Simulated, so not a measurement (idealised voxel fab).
This section sets out a process module, namely voxel capacitor over wiring.
The cross-section shown here is cut; it is 165 nm wide and divided into square cells measuring 5 nm on a side.
In what follows, cross-sections appear as grids of square cells, described through bands that run from the top down, where every band is one or more rows of cells.
The band entry comprises the height of the band's top followed by the height of its bottom, expressed in nm, and subsequently the band's materials from left to right, each stated together with its width in nm. Where a single material is marked with the word "everywhere", that material fills the band from edge to edge. The word "air" represents empty space.
Height 0 is the level under which the wafer as received is all one material. The lowest band goes on downwards, as in "0 -> down".
Width spec "30 to 40" -> top row of cells at first value, bottom row at second value, equal per-row change in between.
The designation "changes: none", where it is given for a processing step, indicates that no cell of the cross-section was altered in the course of that step.
Empty spaces counting at least 8 cells and having no open way to the top are listed in "Catalogued sealed voids". The notation width x height at distance is used for each, the distance being from the left edge and all three values in nm.
On each step's line, the part that comes after the settings is the simulator's own comment on the step.
overlay nm: where the mask lay relative to plan, measured to the right, on steps with a mask; negatives go left.

So here's the lineup of process steps we planned:
1,RECEIVE with material Si
2,CONFORMAL_DEP with material SiO2, thk nm 10
3,DIRECTIONAL_DEP with material TiN, thk nm 5
4,DIRECTIONAL_DEP with material Ru, thk nm 25
5,DIRECTIONAL_DEP with material aC, thk nm 15
6,PATTERN with tone cover, mask id METAL_1, material resist, width nm 20, pitch nm 75, thk nm 35, overlay nm 0
7,DIRECTIONAL_ETCH with etch materials aC, depth nm 15
8,STRIP with etch materials resist
9,DIRECTIONAL_ETCH with etch materials Ru, depth nm 25
10,DIRECTIONAL_ETCH with etch materials TiN, depth nm 5
11,STRIP with etch materials aC
12,FILL_DEP with material SiO2, thk nm 10
13,CMP with height nm 40
14,CONFORMAL_DEP with material SiCN, thk nm 5
15,DIRECTIONAL_DEP with material SiO2, thk nm 20
16,DIRECTIONAL_DEP with material aC, thk nm 15
17,PATTERN with tone open, mask id PLUG_1, material resist, width nm 15, thk nm 30, overlay nm 0
18,DIRECTIONAL_ETCH with etch materials aC, depth nm 15
19,STRIP with etch materials resist
20,DIRECTIONAL_ETCH with etch materials SiO2, depth nm 20
21,DIRECTIONAL_ETCH with etch materials SiCN, depth nm 5
22,STRIP with etch materials aC
23,EPI with material Ru, thk nm 10
24,EPI with material Ru, thk nm 10
25,EPI with material Ru, thk nm 5
26,DIRECTIONAL_DEP with material TiN, thk nm 5
27,DIRECTIONAL_DEP with material HfO2, thk nm 5
28,DIRECTIONAL_DEP with material TiN, thk nm 10
29,MASKED_ETCH with tone cover, mask id UPPER_PLATE, width nm 60, etch materials TiN, depth nm 10, overlay nm 0
30,MASKED_ETCH with tone cover, mask id UPPER_PLATE, width nm 60, etch materials HfO2, depth nm 5, overlay nm 0
31,MASKED_ETCH with tone cover, mask id LOWER_PLATE, width nm 70, etch materials TiN, depth nm 5, overlay nm 0
32,FILL_DEP with material SiO2, thk nm 20
33,CMP with height nm 100
34,MASKED_ETCH with tone open, mask id PLUG_2, width nm 15, etch materials SiO2, depth nm 15, overlay nm 0
35,CONFORMAL_DEP with material TiN, thk nm 5
36,FILL_DEP with material Cu, thk nm 10
37,CMP with height nm 100
38,CONFORMAL_DEP with material SiN, thk nm 5

Account of the first of two wafers, which was processed as intended:

Cross-section of the wafer at receipt, which is the condition after step 1:
  0 -> down  Si everywhere
  Catalogued sealed voids: none

Wafer section view after processing step 2:
  10 -> 0  SiO2 everywhere
  Below a height of 0, the structure has not been altered.

Wafer section view after processing step 3:
  15 -> 10  TiN everywhere
  Below a height of 10, the structure has not been altered.

Wafer section view after processing step 4:
  40 -> 15  Ru everywhere
  Below a height of 15, the structure has not been altered.

Wafer section view after processing step 5:
  55 -> 40  aC everywhere
  Below a height of 40, the structure has not been altered.

Wafer section view after processing step 6:
  90 -> 55  air (35), then resist (20), then air (55), then resist (20), then air (35)
  Below a height of 55, the structure has not been altered.

Wafer section view after processing step 7:
  75 -> 55  air (35), then resist (20), then air (55), then resist (20), then air (35)
  55 -> 40  air (35), then aC (20), then air (55), then aC (20), then air (35)
  Below a height of 40, the structure has not been altered.

Wafer section view after processing step 8:
  55 -> 40  air (35), then aC (20), then air (55), then aC (20), then air (35)
  Below a height of 40, the structure has not been altered.

Wafer section view after processing step 9:
  55 -> 40  air (35), then aC (20), then air (55), then aC (20), then air (35)
  40 -> 15  air (35), then Ru (20), then air (55), then Ru (20), then air (35)
  Below a height of 15, the structure has not been altered.

Wafer section view after processing step 10:
  55 -> 40  air (35), then aC (20), then air (55), then aC (20), then air (35)
  40 -> 15  air (35), then Ru (20), then air (55), then Ru (20), then air (35)
  15 -> 10  air (35), then TiN (20), then air (55), then TiN (20), then air (35)
  Below a height of 10, the structure has not been altered.

Wafer section view after processing step 11:
  40 -> 15  air (35), then Ru (20), then air (55), then Ru (20), then air (35)
  Below a height of 15, the structure has not been altered.

Wafer section view after processing step 12:
  50 -> 40  SiO2 everywhere
  40 -> 15  SiO2 (35), then Ru (20), then SiO2 (55), then Ru (20), then SiO2 (35)
  15 -> 10  SiO2 (35), then TiN (20), then SiO2 (55), then TiN (20), then SiO2 (35)
  Below a height of 10, the structure has not been altered.

Wafer section view after processing step 13:
  40 -> 15  SiO2 (35), then Ru (20), then SiO2 (55), then Ru (20), then SiO2 (35)
  Below a height of 15, the structure has not been altered.

Wafer section view after processing step 14:
  45 -> 40  SiCN everywhere
  Below a height of 40, the structure has not been altered.

Wafer section view after processing step 15:
  65 -> 45  SiO2 everywhere
  Below a height of 45, the structure has not been altered.

Wafer section view after processing step 16:
  80 -> 65  aC everywhere
  Below a height of 65, the structure has not been altered.

Wafer section view after processing step 17:
  110 -> 80  resist (40), then air (15), then resist (110)
  Below a height of 80, the structure has not been altered.

Wafer section view after processing step 18:
  95 -> 80  resist (40), then air (15), then resist (110)
  80 -> 65  aC (40), then air (15), then aC (110)
  Below a height of 65, the structure has not been altered.

Wafer section view after processing step 19:
  80 -> 65  aC (40), then air (15), then aC (110)
  Below a height of 65, the structure has not been altered.

Wafer section view after processing step 20:
  80 -> 65  aC (40), then air (15), then aC (110)
  65 -> 45  SiO2 (40), then air (15), then SiO2 (110)
  Below a height of 45, the structure has not been altered.

Wafer section view after processing step 21:
  80 -> 65  aC (40), then air (15), then aC (110)
  65 -> 45  SiO2 (40), then air (15), then SiO2 (110)
  45 -> 40  SiCN (40), then air (15), then SiCN (110)
  Below a height of 40, the structure has not been altered.

Wafer section view after processing step 22:
  65 -> 45  SiO2 (40), then air (15), then SiO2 (110)
  Below a height of 45, the structure has not been altered.

Wafer section view after processing step 23:
  65 -> 50  SiO2 (40), then air (15), then SiO2 (110)
  50 -> 45  SiO2 (40), then Ru (15), then SiO2 (110)
  45 -> 40  SiCN (40), then Ru (15), then SiCN (110)
  Below a height of 40, the structure has not been altered.

Wafer section view after processing step 24:
  65 -> 60  SiO2 (40), then air (15), then SiO2 (110)
  60 -> 45  SiO2 (40), then Ru (15), then SiO2 (110)
  Below a height of 45, the structure has not been altered.

Wafer section view after processing step 25:
  65 -> 45  SiO2 (40), then Ru (15), then SiO2 (110)
  Below a height of 45, the structure has not been altered.

Wafer section view after processing step 26:
  70 -> 65  TiN everywhere
  Below a height of 65, the structure has not been altered.

Wafer section view after processing step 27:
  75 -> 70  HfO2 everywhere
  Below a height of 70, the structure has not been altered.

Wafer section view after processing step 28:
  85 -> 75  TiN everywhere
  Below a height of 75, the structure has not been altered.

Wafer section view after processing step 29:
  85 -> 75  air (40), then TiN (60), then air (65)
  Below a height of 75, the structure has not been altered.

Wafer section view after processing step 30:
  85 -> 75  air (40), then TiN (60), then air (65)
  75 -> 70  air (40), then HfO2 (60), then air (65)
  Below a height of 70, the structure has not been altered.

Wafer section view after processing step 31:
  85 -> 75  air (40), then TiN (60), then air (65)
  75 -> 70  air (40), then HfO2 (60), then air (65)
  70 -> 65  air (35), then TiN (70), then air (60)
  Below a height of 65, the structure has not been altered.

Wafer section view after processing step 32:
  105 -> 85  SiO2 everywhere
  85 -> 75  SiO2 (40), then TiN (60), then SiO2 (65)
  75 -> 70  SiO2 (40), then HfO2 (60), then SiO2 (65)
  70 -> 65  SiO2 (35), then TiN (70), then SiO2 (60)
  Below a height of 65, the structure has not been altered.

Wafer section view after processing step 33:
  100 -> 85  SiO2 everywhere
  Below a height of 85, the structure has not been altered.

Wafer section view after processing step 34:
  100 -> 85  SiO2 (50), then air (15), then SiO2 (100)
  Below a height of 85, the structure has not been altered.

Wafer section view after processing step 35:
  105 -> 100  TiN (55), then air (5), then TiN (105)
  100 -> 90  SiO2 (50), then TiN (5), then air (5), then TiN (5), then SiO2 (100)
  90 -> 85  SiO2 (50), then TiN (15), then SiO2 (100)
  Below a height of 85, the structure has not been altered.

Wafer section view after processing step 36:
  115 -> 105  Cu everywhere
  105 -> 100  TiN (55), then Cu (5), then TiN (105)
  100 -> 90  SiO2 (50), then TiN (5), then Cu (5), then TiN (5), then SiO2 (100)
  Below a height of 90, the structure has not been altered.

Wafer section view after processing step 37:
  100 -> 90  SiO2 (50), then TiN (5), then Cu (5), then TiN (5), then SiO2 (100)
  Below a height of 90, the structure has not been altered.

Wafer section view after processing step 38:
  105 -> 100  SiN everywhere
  Below a height of 100, the structure has not been altered.

Now the other wafer: same start, same recipe, but we messed up one thing when running it. Up to and including step 37 it's the same as the first one:

Look at the second wafer in cross-section at the time step 38 ought to have finished:
  115 -> 100  SiN everywhere
  Below a height of 100, the structure has not been altered.
Processing error: heads up, step 38 didn't go per plan, it actually ran as CONFORMAL_DEP with material SiN, thk nm 15
Wrapping up, a cell-based count of both wafers puts the second over or under the first for these materials: 66 more of SiN
